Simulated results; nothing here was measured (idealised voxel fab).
process module | voxel transistor to metal
cross-section cut | 175 nm wide | cells 5 nm
A cross-section is a grid of square cells, given in bands from the top down. A band is one or more rows of cells.
Each band's line starts with the height of the band's top and of its bottom, in nm. Then come its materials from left to right, each with its width in nm. One material with "throughout" fills the band from edge to edge. "air" is empty space.
Height 0 is the level under which the wafer as received is all one material. The lowest band goes on downwards, as in "0 down".
A width such as "30 to 40" changes by the same amount from each row of cells to the next, from the band's top row to its bottom row.
"no change" after a step means that no cell of the cross-section changed.
closed voids: empty space of 8 cells or more with no open way to the top, each as width x height at its distance from the left edge, in nm
after a step's settings: what the simulator itself notes on the step
overlay nm, on a step with a mask: how far to the right of its planned place the mask lay; to the left if negative
plan
1 op RECEIVE | material Si
2 op OXIDIZE | depth nm 5
3 op CONFORMAL_DEP | material SiN | thk nm 10
4 op MASKED_ETCH | tone cover | mask id ACTIVE | width nm 110 | etch materials SiN | depth nm 10 | overlay nm 0
5 op MASKED_ETCH | tone cover | mask id ACTIVE | width nm 110 | etch materials SiO2 | depth nm 5 | overlay nm 0
6 op MASKED_ETCH | tone cover | mask id ACTIVE | width nm 110 | etch materials Si | depth nm 25 | overlay nm 0
7 op OXIDIZE | depth nm 5
8 op FILL_DEP | material SiO2 | thk nm 5
9 op CMP | height nm 10
10 op SELECTIVE_ETCH | etch materials SiO2 | depth nm 5
11 op STRIP | etch materials SiN
12 op SELECTIVE_ETCH | etch materials SiO2 | depth nm 5
13 op OXIDIZE | depth nm 5
14 op DIRECTIONAL_DEP | material polySi | thk nm 25
15 op DIRECTIONAL_DEP | material SiCN | thk nm 15
16 op MASKED_ETCH | tone cover | mask id GATE | width nm 30 | etch materials SiCN | depth nm 25 | overlay nm 0
17 op MASKED_ETCH | tone cover | mask id GATE | width nm 30 | etch materials polySi | depth nm 35 | overlay nm 0
18 op CONFORMAL_DEP | material SiO2 | thk nm 5
19 op DIRECTIONAL_ETCH | etch materials SiO2 | depth nm 5
20 op CONFORMAL_DEP | material SiN | thk nm 5
21 op DIRECTIONAL_ETCH | etch materials SiN | depth nm 5
22 op DIRECTIONAL_ETCH | etch materials SiO2 | depth nm 5
23 op DIRECTIONAL_ETCH | etch materials Si | depth nm 10
24 op EPI | material nSi | thk nm 10
25 op FILL_DEP | material SiO2 | thk nm 10
26 op CMP | height nm 20
27 op STRIP | etch materials polySi
28 op SELECTIVE_ETCH | etch materials SiO2 | depth nm 5
29 op CONFORMAL_DEP | material HfO2 | thk nm 5
30 op CONFORMAL_DEP | material TiN | thk nm 5
31 op FILL_DEP | material W | thk nm 10
32 op CMP | height nm 15
33 op DIRECTIONAL_DEP | material SiO2 | thk nm 10
34 op DIRECTIONAL_DEP | material aC | thk nm 15
35 op PATTERN | tone open | mask id CONTACT | material resist | width nm 15 | pitch nm 75 | thk nm 35 | overlay nm 0
36 op DIRECTIONAL_ETCH | etch materials aC | depth nm 15
37 op STRIP | etch materials resist
38 op DIRECTIONAL_ETCH | etch materials SiO2 | depth nm 35
39 op STRIP | etch materials aC
40 op CONFORMAL_DEP | material TiN | thk nm 5
41 op FILL_DEP | material Ru | thk nm 5
42 op CMP | height nm 25
43 op DIRECTIONAL_DEP | material TiN | thk nm 5
44 op DIRECTIONAL_DEP | material W | thk nm 25
45 op DIRECTIONAL_DEP | material aC | thk nm 10
46 op PATTERN | tone cover | mask id METAL_1 | material resist | width nm 15 | pitch nm 75 | thk nm 25 | overlay nm 0
47 op DIRECTIONAL_ETCH | etch materials aC | depth nm 10
48 op STRIP | etch materials resist
49 op DIRECTIONAL_ETCH | etch materials W | depth nm 25
50 op DIRECTIONAL_ETCH | etch materials TiN | depth nm 5
51 op STRIP | etch materials aC
52 op CONFORMAL_DEP | material SiCN | thk nm 5
53 op FILL_DEP | material lowk | thk nm 5
54 op CMP | height nm 55
55 op CONFORMAL_DEP | material SiCN | thk nm 5
as received, after step 1
  0 down: Si throughout
  closed voids: none
first wafer at the end, as planned
  60 to 55: SiCN throughout
  55 to 30: lowk 35 | SiCN 5 | W 15 | SiCN 5 | lowk 50 | SiCN 5 | W 15 | SiCN 5 | lowk 40
  30 to 25: SiCN 40 | TiN 15 | SiCN 60 | TiN 15 | SiCN 45
  25 to 15: SiO2 40 | TiN 5 | Ru 5 | TiN 5 | SiO2 60 | TiN 5 | Ru 5 | TiN 5 | SiO2 45
  15 to 5: SiO2 40 | TiN 5 | Ru 5 | TiN 5 | SiO2 5 | SiN 5 | HfO2 5 | TiN 5 | W 20 | TiN 5 | HfO2 5 | SiN 5 | SiO2 5 | TiN 5 | Ru 5 | TiN 5 | SiO2 45
  5 to 0: SiO2 40 | TiN 15 | SiO2 5 | SiN 5 | HfO2 5 | TiN 5 | W 20 | TiN 5 | HfO2 5 | SiN 5 | SiO2 5 | TiN 15 | SiO2 45
  0 to -5: SiO2 30 | SiN 5 | SiO2 5 | TiN 10 | nSi 10 | SiN 5 | HfO2 5 | TiN 30 | HfO2 5 | SiN 5 | nSi 10 | TiN 10 | SiO2 5 | SiN 5 | SiO2 35
  -5 to -10: SiO2 40 | TiN 10 | nSi 10 | SiO2 5 | HfO2 40 | SiO2 5 | nSi 10 | TiN 10 | SiO2 45
  -10 to -20: SiO2 35 | nSi 25 | Si 50 | nSi 25 | SiO2 40
  -20 to -35: SiO2 35 | Si 100 | SiO2 40
  -35 down: Si throughout
  closed voids: none
second wafer at the end: like start, like plan, one mistake
  60 to 55: SiCN throughout
  55 to 30: lowk 35 | SiCN 5 | W 15 | SiCN 5 | lowk 50 | SiCN 5 | W 15 | SiCN 5 | lowk 40
  30 to 25: SiCN 40 | TiN 15 | SiCN 60 | TiN 15 | SiCN 45
  25 to 15: SiO2 40 | TiN 5 | Ru 5 | TiN 5 | SiO2 60 | TiN 5 | Ru 5 | TiN 5 | SiO2 45
  15 to 5: SiO2 40 | TiN 5 | Ru 5 | TiN 5 | SiO2 5 | SiN 5 | HfO2 15 | TiN 10 | HfO2 15 | SiN 5 | SiO2 5 | TiN 5 | Ru 5 | TiN 5 | SiO2 45
  5 to 0: SiO2 40 | TiN 15 | SiO2 5 | SiN 5 | HfO2 40 | SiN 5 | SiO2 5 | TiN 15 | SiO2 45
  0 to -5: SiO2 30 | SiN 5 | SiO2 5 | TiN 10 | nSi 10 | SiN 5 | HfO2 40 | SiN 5 | nSi 10 | TiN 10 | SiO2 5 | SiN 5 | SiO2 35
  -5 to -10: SiO2 40 | TiN 10 | nSi 10 | SiO2 5 | HfO2 40 | SiO2 5 | nSi 10 | TiN 10 | SiO2 45
  -10 to -20: SiO2 35 | nSi 25 | Si 50 | nSi 25 | SiO2 40
  -20 to -35: SiO2 35 | Si 100 | SiO2 40
  -35 down: Si throughout
  closed voids: none
what went wrong: step 29 ran as: op CONFORMAL_DEP | material HfO2 | thk nm 15
at the end the second wafer has, in cells: 20 more of HfO2 | 8 fewer of TiN | 12 fewer of W
